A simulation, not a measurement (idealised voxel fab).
The name of this process module is voxel transistor to metal.
The figure presents cross-section cut, which has a width of 275 nm and is divided into square cells with an edge length of 5 nm.
For the purposes of this document, a cross-section shall be understood as a grid of square cells, specified as bands listed in top-to-bottom order, each band consisting of one or more rows of cells.
First you get the band's top height and its bottom height, in nm, and then the materials it's made of, left to right, with each width in nm. If you see a single material with "full width", that one covers the band edge to edge. "empty" is empty space.
Height 0 is the level under which the wafer as received is all one material. The lowest band goes on downwards, as in "from 0 down".
Note: "30 to 40" means the width goes from the first number (top row of the band) to the second number (bottom row) in equal steps per row of cells.
Where the words "stayed the same" appear for a step, the cross-section shows no cell changed by that step; every cell remained as before.
Entry "Sealed-off cavities". Content: empty spaces with no open connection to the top, size 8 cells or greater. Each: width x height at distance. Distance: from left edge. Unit: nm.
If you see something after the settings on a step's line, that's the simulator's own remark about that step.
overlay nm: where the mask lay relative to plan, measured to the right, on steps with a mask; negatives go left.
## These are the steps we planned for the process
1: RECEIVE (material Si)
2: OXIDIZE (depth nm 5)
3: CONFORMAL_DEP (material SiN; thk nm 10)
4: PATTERN (tone cover; mask id ACTIVE; material resist; width nm 105; pitch nm 135; thk nm 20; overlay nm 0)
5: DIRECTIONAL_ETCH (etch materials SiN; depth nm 10)
6: DIRECTIONAL_ETCH (etch materials SiO2; depth nm 5)
7: DIRECTIONAL_ETCH (etch materials Si; depth nm 35)
8: STRIP (etch materials resist)
9: FILL_DEP (material SiO2; thk nm 15)
10: CMP (height nm 10)
11: SELECTIVE_ETCH (etch materials SiO2; depth nm 5)
12: STRIP (etch materials SiN)
13: SELECTIVE_ETCH (etch materials SiO2; depth nm 5)
14: OXIDIZE (depth nm 5)
15: DIRECTIONAL_DEP (material polySi; thk nm 30)
16: DIRECTIONAL_DEP (material SiCN; thk nm 15)
17: PATTERN (tone cover; mask id GATE; material resist; width nm 35; pitch nm 135; thk nm 15; overlay nm 0)
18: DIRECTIONAL_ETCH (etch materials SiCN; depth nm 25)
19: DIRECTIONAL_ETCH (etch materials polySi; depth nm 40)
20: STRIP (etch materials resist)
21: CONFORMAL_DEP (material SiO2; thk nm 5)
22: DIRECTIONAL_ETCH (etch materials SiO2; depth nm 5)
23: CONFORMAL_DEP (material SiN; thk nm 5)
24: DIRECTIONAL_ETCH (etch materials SiN; depth nm 5)
25: DIRECTIONAL_ETCH (etch materials SiO2; depth nm 5)
26: DIRECTIONAL_ETCH (etch materials Si; depth nm 10)
27: EPI (material nSi; thk nm 10)
28: FILL_DEP (material SiO2; thk nm 10)
29: CMP (height nm 25)
30: STRIP (etch materials polySi)
31: SELECTIVE_ETCH (etch materials SiO2; depth nm 5)
32: CONFORMAL_DEP (material HfO2; thk nm 5)
33: CONFORMAL_DEP (material TiN; thk nm 5)
34: FILL_DEP (material W; thk nm 10)
35: CMP (height nm 20)
36: DIRECTIONAL_DEP (material SiO2; thk nm 10)
37: PATTERN (tone open; mask id CONTACT; material resist; width nm 15; thk nm 15; overlay nm 0)
38: DIRECTIONAL_ETCH (etch materials SiO2; depth nm 30)
39: STRIP (etch materials resist)
40: CONFORMAL_DEP (material TiN; thk nm 5)
41: FILL_DEP (material W; thk nm 10)
42: CMP (height nm 30)
43: DIRECTIONAL_DEP (material TiN; thk nm 5)
44: DIRECTIONAL_DEP (material Ru; thk nm 25)
45: DIRECTIONAL_DEP (material aC; thk nm 15)
46: PATTERN (tone cover; mask id METAL_1; material resist; width nm 15; thk nm 35; overlay nm 0)
47: DIRECTIONAL_ETCH (etch materials aC; depth nm 15)
48: STRIP (etch materials resist)
49: DIRECTIONAL_ETCH (etch materials Ru; depth nm 25)
50: DIRECTIONAL_ETCH (etch materials TiN; depth nm 5)
51: STRIP (etch materials aC)
52: FILL_DEP (material SiO2; thk nm 5)
53: CMP (height nm 60)
54: CONFORMAL_DEP (material SiCN; thk nm 5)
55: DIRECTIONAL_DEP (material SiO2; thk nm 30)
56: MASKED_ETCH (tone open; mask id METAL_2; width nm 15; pitch nm 135; etch materials SiO2; depth nm 15; overlay nm 0)
57: DIRECTIONAL_DEP (material aC; thk nm 15)
58: PATTERN (tone open; mask id METAL_2_HOLES; material resist; width nm 15; pitch nm 135; thk nm 30; overlay nm 0)
59: DIRECTIONAL_ETCH (etch materials aC; depth nm 15)
60: STRIP (etch materials resist)
61: DIRECTIONAL_ETCH (etch materials SiO2; depth nm 15)
62: DIRECTIONAL_ETCH (etch materials SiCN; depth nm 5)
63: STRIP (etch materials aC)
64: CONFORMAL_DEP (material TiN; thk nm 5)
65: FILL_DEP (material Cu; thk nm 10)
66: CMP (height nm 95)
67: CONFORMAL_DEP (material SiN; thk nm 5)
## As-received wafer cross-section (after step 1)
* from 0 down | Si full width
* Sealed-off cavities: none
## Cross-section: first of two wafers, module finished, run according to plan
* from 100 to 95 | SiN full width
* from 95 to 65 | SiO2 20 nm, then TiN 5 nm, then Cu 5 nm, then TiN 5 nm, then SiO2 120 nm, then TiN 5 nm, then Cu 5 nm, then TiN 5 nm, then SiO2 105 nm
* from 65 to 60 | SiCN 20 nm, then TiN 15 nm, then SiCN 120 nm, then TiN 15 nm, then SiCN 105 nm
* from 60 to 35 | SiO2 20 nm, then Ru 15 nm, then SiO2 65 nm, then Ru 15 nm, then SiO2 40 nm, then Ru 15 nm, then SiO2 65 nm, then Ru 15 nm, then SiO2 25 nm
* from 35 to 30 | SiO2 20 nm, then TiN 15 nm, then SiO2 65 nm, then TiN 15 nm, then SiO2 40 nm, then TiN 15 nm, then SiO2 65 nm, then TiN 15 nm, then SiO2 25 nm
* from 30 to 20 | SiO2 20 nm, then TiN 5 nm, then W 5 nm, then TiN 5 nm, then SiO2 65 nm, then TiN 5 nm, then W 5 nm, then TiN 5 nm, then SiO2 40 nm, then TiN 5 nm, then W 5 nm, then TiN 5 nm, then SiO2 65 nm, then TiN 5 nm, then W 5 nm, then TiN 5 nm, then SiO2 25 nm
* from 20 to 5 | SiO2 20 nm, then TiN 5 nm, then W 5 nm, then TiN 5 nm, then SiO2 5 nm, then SiN 5 nm, then HfO2 5 nm, then TiN 5 nm, then W 25 nm, then TiN 5 nm, then HfO2 5 nm, then SiN 5 nm, then SiO2 5 nm, then TiN 5 nm, then W 5 nm, then TiN 5 nm, then SiO2 40 nm, then TiN 5 nm, then W 5 nm, then TiN 5 nm, then SiO2 5 nm, then SiN 5 nm, then HfO2 5 nm, then TiN 5 nm, then W 25 nm, then TiN 5 nm, then HfO2 5 nm, then SiN 5 nm, then SiO2 5 nm, then TiN 5 nm, then W 5 nm, then TiN 5 nm, then SiO2 25 nm
* from 5 to 0 | SiO2 20 nm, then TiN 15 nm, then SiO2 5 nm, then SiN 5 nm, then HfO2 5 nm, then TiN 5 nm, then W 25 nm, then TiN 5 nm, then HfO2 5 nm, then SiN 5 nm, then SiO2 5 nm, then TiN 15 nm, then SiO2 40 nm, then TiN 15 nm, then SiO2 5 nm, then SiN 5 nm, then HfO2 5 nm, then TiN 5 nm, then W 25 nm, then TiN 5 nm, then HfO2 5 nm, then SiN 5 nm, then SiO2 5 nm, then TiN 15 nm, then SiO2 25 nm
* from 0 to -5 | SiO2 15 nm, then SiN 5 nm, then nSi 20 nm, then SiN 5 nm, then HfO2 5 nm, then TiN 35 nm, then HfO2 5 nm, then SiN 5 nm, then nSi 20 nm, then SiN 5 nm, then SiO2 30 nm, then SiN 5 nm, then nSi 20 nm, then SiN 5 nm, then HfO2 5 nm, then TiN 35 nm, then HfO2 5 nm, then SiN 5 nm, then nSi 20 nm, then SiN 5 nm, then SiO2 20 nm
* from -5 to -10 | SiO2 20 nm, then nSi 20 nm, then SiO2 5 nm, then HfO2 45 nm, then SiO2 5 nm, then nSi 20 nm, then SiO2 40 nm, then nSi 20 nm, then SiO2 5 nm, then HfO2 45 nm, then SiO2 5 nm, then nSi 20 nm, then SiO2 25 nm
* from -10 to -20 | SiO2 15 nm, then Si 5 nm, then nSi 20 nm, then Si 55 nm, then nSi 20 nm, then Si 5 nm, then SiO2 30 nm, then Si 5 nm, then nSi 20 nm, then Si 55 nm, then nSi 20 nm, then Si 5 nm, then SiO2 20 nm
* from -20 to -40 | SiO2 15 nm, then Si 105 nm, then SiO2 30 nm, then Si 105 nm, then SiO2 20 nm
* from -40 down | Si full width
* Sealed-off cavities: none
## What the second wafer looks like in cross-section once the module is done. Its start and its plan matched the first wafer's exactly; what differed was one mistake in how it was run
* from 100 to 95 | SiN full width
* from 95 to 65 | SiO2 full width
* from 65 to 60 | SiCN full width
* from 60 to 35 | SiO2 20 nm, then Ru 15 nm, then SiO2 65 nm, then Ru 15 nm, then SiO2 40 nm, then Ru 15 nm, then SiO2 65 nm, then Ru 15 nm, then SiO2 25 nm
* from 35 to 30 | SiO2 20 nm, then TiN 15 nm, then SiO2 65 nm, then TiN 15 nm, then SiO2 40 nm, then TiN 15 nm, then SiO2 65 nm, then TiN 15 nm, then SiO2 25 nm
* from 30 to 20 | SiO2 20 nm, then TiN 5 nm, then W 5 nm, then TiN 5 nm, then SiO2 65 nm, then TiN 5 nm, then W 5 nm, then TiN 5 nm, then SiO2 40 nm, then TiN 5 nm, then W 5 nm, then TiN 5 nm, then SiO2 65 nm, then TiN 5 nm, then W 5 nm, then TiN 5 nm, then SiO2 25 nm
* from 20 to 5 | SiO2 20 nm, then TiN 5 nm, then W 5 nm, then TiN 5 nm, then SiO2 5 nm, then SiN 5 nm, then HfO2 5 nm, then TiN 5 nm, then W 25 nm, then TiN 5 nm, then HfO2 5 nm, then SiN 5 nm, then SiO2 5 nm, then TiN 5 nm, then W 5 nm, then TiN 5 nm, then SiO2 40 nm, then TiN 5 nm, then W 5 nm, then TiN 5 nm, then SiO2 5 nm, then SiN 5 nm, then HfO2 5 nm, then TiN 5 nm, then W 25 nm, then TiN 5 nm, then HfO2 5 nm, then SiN 5 nm, then SiO2 5 nm, then TiN 5 nm, then W 5 nm, then TiN 5 nm, then SiO2 25 nm
* from 5 to 0 | SiO2 20 nm, then TiN 15 nm, then SiO2 5 nm, then SiN 5 nm, then HfO2 5 nm, then TiN 5 nm, then W 25 nm, then TiN 5 nm, then HfO2 5 nm, then SiN 5 nm, then SiO2 5 nm, then TiN 15 nm, then SiO2 40 nm, then TiN 15 nm, then SiO2 5 nm, then SiN 5 nm, then HfO2 5 nm, then TiN 5 nm, then W 25 nm, then TiN 5 nm, then HfO2 5 nm, then SiN 5 nm, then SiO2 5 nm, then TiN 15 nm, then SiO2 25 nm
* from 0 to -5 | SiO2 15 nm, then SiN 5 nm, then nSi 20 nm, then SiN 5 nm, then HfO2 5 nm, then TiN 35 nm, then HfO2 5 nm, then SiN 5 nm, then nSi 20 nm, then SiN 5 nm, then SiO2 30 nm, then SiN 5 nm, then nSi 20 nm, then SiN 5 nm, then HfO2 5 nm, then TiN 35 nm, then HfO2 5 nm, then SiN 5 nm, then nSi 20 nm, then SiN 5 nm, then SiO2 20 nm
* from -5 to -10 | SiO2 20 nm, then nSi 20 nm, then SiO2 5 nm, then HfO2 45 nm, then SiO2 5 nm, then nSi 20 nm, then SiO2 40 nm, then nSi 20 nm, then SiO2 5 nm, then HfO2 45 nm, then SiO2 5 nm, then nSi 20 nm, then SiO2 25 nm
* from -10 to -20 | SiO2 15 nm, then Si 5 nm, then nSi 20 nm, then Si 55 nm, then nSi 20 nm, then Si 5 nm, then SiO2 30 nm, then Si 5 nm, then nSi 20 nm, then Si 55 nm, then nSi 20 nm, then Si 5 nm, then SiO2 20 nm
* from -20 to -40 | SiO2 15 nm, then Si 105 nm, then SiO2 30 nm, then Si 105 nm, then SiO2 20 nm
* from -40 down | Si full width
* Sealed-off cavities: none
What went wrong in running the wafer? twice over, step 55 of the plan was run
Per the end-of-run cell counts, the second wafer holds more or fewer of some materials than the first: -12 Cu | +6 SiCN | +36 SiO2 | -30 TiN
